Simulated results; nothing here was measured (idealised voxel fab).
Module name: voxel self aligned contacts (process module)
295 nm wide, 5 nm square cells: that's cross-section cut.
The cross-sections in this document take the form of a grid made of square cells. They are written out as bands, in order from top to bottom. Each band consists of one or more rows of cells.
Top, bottom (nm), then materials left to right with widths (nm); lone material tagged "throughout" fills the whole band edge to edge; "air" = empty space.
Convention: height 0 is the level below which the wafer, as received, is all one material. The lowest band does not terminate at the bottom but continues downward, represented as "top 0, no bottom".
You'd read "30->40" like this: the band's top row of cells is as wide as the first number, its bottom row is as wide as the second, and going down, every row changes width by the same amount as the row before did.
"left unchanged" means the step left every cell of the cross-section as it was.
Closed-off voids of 8+ cells (no open route to the top) go in "Completely sealed voids", written width x height at distance from the left edge, in nm.
The remark found on a step's line after its settings is issued by the simulator itself and pertains to that step.
overlay nm: for a step with a mask, the amount by which the mask lay right of where it was planned; a negative amount means left of it.

Process steps foreseen in the plan
1,RECEIVE,material Si
2,OXIDIZE,depth nm 5
3,DIRECTIONAL_DEP,material polySi,thk nm 30
4,DIRECTIONAL_DEP,material SiN,thk nm 20
5,PATTERN,tone cover,mask id GATE,material resist,width nm 30,pitch nm 65,thk nm 15,overlay nm 0
6,DIRECTIONAL_ETCH,etch materials SiN,depth nm 20
7,DIRECTIONAL_ETCH,etch materials polySi,depth nm 30
8,STRIP,etch materials resist
9,CONFORMAL_DEP,material SiN,thk nm 5
10,DIRECTIONAL_ETCH,etch materials SiN,depth nm 5
11,FILL_DEP,material SiO2,thk nm 15
12,CMP,height nm 60
13,PATTERN,tone open,mask id CONTACT,material resist,width nm 45,thk nm 20,overlay nm -15
14,DIRECTIONAL_ETCH,etch materials SiO2,depth nm 65
15,STRIP,etch materials resist
16,CONFORMAL_DEP,material TiN,thk nm 5
17,FILL_DEP,material Ru,thk nm 10
18,CMP,height nm 60
19,CONFORMAL_DEP,material SiCN,thk nm 5
varied across the wafers: overlay nm of step 13. The plan shows the first wafer's value. All wafers start alike

Cross-sectional view of the first of several wafers in the as-received condition, corresponding to the state following step 1
    top 0, no bottom | Si throughout
    Completely sealed voids: none

So in this table every wafer gets its own row, and what you see is where it stands at the end of the module: for each material, how many cells it picked up (+) or gave up (-) since we received it, and after that its closed voids
overlay nm -15; +29 Ru; -59 Si; +59 SiCN; +88 SiN; +545 SiO2; +33 TiN; +72 polySi; Completely sealed voids: none
overlay nm -10; +40 Ru; -59 Si; +59 SiCN; +88 SiN; +534 SiO2; +33 TiN; +72 polySi; Completely sealed voids: none
overlay nm -5; +40 Ru; -59 Si; +59 SiCN; +88 SiN; +534 SiO2; +33 TiN; +72 polySi; Completely sealed voids: none
overlay nm 0; +40 Ru; -59 Si; +59 SiCN; +88 SiN; +534 SiO2; +33 TiN; +72 polySi; Completely sealed voids: none
overlay nm 5; +40 Ru; -59 Si; +59 SiCN; +88 SiN; +534 SiO2; +33 TiN; +72 polySi; Completely sealed voids: none
overlay nm 10; +40 Ru; -59 Si; +59 SiCN; +88 SiN; +534 SiO2; +33 TiN; +72 polySi; Completely sealed voids: none
overlay nm 15; +29 Ru; -59 Si; +59 SiCN; +88 SiN; +545 SiO2; +33 TiN; +72 polySi; Completely sealed voids: none
